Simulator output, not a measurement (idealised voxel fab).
Proc. module: voxel spacer lines
Cross-section cut spans 300 nm and uses square cells 5 nm in size.
Cross-section = grid of square cells, listed top down in bands; band = one or more rows. A band entry consists of two parts. The first gives the height of the band's top and the height of its bottom, in nm. The rest lists the band's materials from left to right, each with its width in nm. A single material labelled with the word "full width" fills the band from edge to edge, and the word "air" marks empty space. Height datum 0, below which the as-received substrate wafer is one material. Lowest band open at the bottom, running downward: "0 -> down". A two-number width, for instance "30->40", indicates that the width is equal to the first number in the top row of the band and to the second number in the bottom row, and that it changes by a constant amount per row of cells. Any step labelled "nothing different" changed none of the cells in the cross-section. "Closed internal cavities" means: voids of 8 cells or more that are shut off from the top with no open way through. Written width x height at distance, distance from the left edge, in nm. What comes after the settings on a step's line is commentary from the simulator itself on that step. Each step line may optionally specify "overlay nm", which for a step with a mask gives the rightward distance between the mask's planned place and where it lay, a negative value indicating the leftward direction.

### Planned process steps
step 1: RECEIVE (material Si)
step 2: CONFORMAL_DEP (material Al2O3; thk nm 5)
step 3: DIRECTIONAL_DEP (material TiN; thk nm 15)
step 4: DIRECTIONAL_DEP (material aC; thk nm 25)
step 5: PATTERN (tone cover; mask id MANDREL; material resist; width nm 15; pitch nm 60; thk nm 30; overlay nm 0)
step 6: DIRECTIONAL_ETCH (etch materials aC; depth nm 25)
step 7: STRIP (etch materials resist)
step 8: CONFORMAL_DEP (material SiO2; thk nm 15)
step 9: DIRECTIONAL_ETCH (etch materials SiO2; depth nm 15)
step 10: STRIP (etch materials aC)
step 11: DIRECTIONAL_ETCH (etch materials TiN; depth nm 15)
step 12: STRIP (etch materials SiO2)

### Wafer cross-section on receipt, i.e. after step 1
	0 -> down: Si full width
	Closed internal cavities: none

### Below is the wafer in cross-section after the module was completed. It began from the starting point shown above and followed the plan shown above, except that one mistake was made while running it
	10 -> 5: air 95; TiN 15; air 15; TiN 15; air 15; TiN 15; air 15; TiN 15; air 100
	5 -> 0: Al2O3 full width
	0 -> down: Si full width
	Closed internal cavities: none
what went wrong: step 3 was not run as planned; what actually ran was DIRECTIONAL_DEP (material TiN; thk nm 5)
